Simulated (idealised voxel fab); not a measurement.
process module | voxel local oxidation
cross-section cut | 185 nm wide | cells 5 nm
A cross-section is a grid of square cells, given in bands from the top down. A band is one or more rows of cells.
Each band's line starts with the height of the band's top and of its bottom, in nm. Then come its materials from left to right, each with its width in nm. One material with "throughout" fills the band from edge to edge. "air" is empty space.
Height 0 is the level under which the wafer as received is all one material. The lowest band goes on downwards, as in "0 down".
A width such as "30 to 40" changes by the same amount from each row of cells to the next, from the band's top row to its bottom row.
"no change" after a step means that no cell of the cross-section changed.
closed voids: empty space of 8 cells or more with no open way to the top, each as width x height at its distance from the left edge, in nm
after a step's settings: what the simulator itself notes on the step
overlay nm, on a step with a mask: how far to the right of its planned place the mask lay; to the left if negative
plan
1 op RECEIVE | material Si
2 op CONFORMAL_DEP | material SiO2 | thk nm 5
3 op CONFORMAL_DEP | material SiN | thk nm 10
4 op MASKED_ETCH | tone cover | mask id ACTIVE | width nm 90 | etch materials SiN | depth nm 10 | overlay nm 0
5 op SELECTIVE_ETCH | etch materials SiO2 | depth nm 5
6 op OXIDIZE | depth nm 10
7 op STRIP | etch materials SiN
as received, after step 1
  0 down: Si throughout
  closed voids: none
first wafer at the end, as planned
  5 to 0: air 50 | SiO2 80 | air 55
  0 to -10: SiO2 60 | Si 60 | SiO2 65
  -10 down: Si throughout
  closed voids: none
second wafer at the end: like start, like plan, one mistake
  5 to 0: SiO2 40 | air 100 | SiO2 45
  0 to -10: Si 30 | SiO2 120 | Si 35
  -10 down: Si throughout
  closed voids: none
what went wrong: step 4 ran as: op MASKED_ETCH | tone open | mask id ACTIVE | width nm 90 | etch materials SiN | depth nm 10 | overlay nm 0
at the end the second wafer has, in cells: 2 more of Si | 1 fewer of SiO2
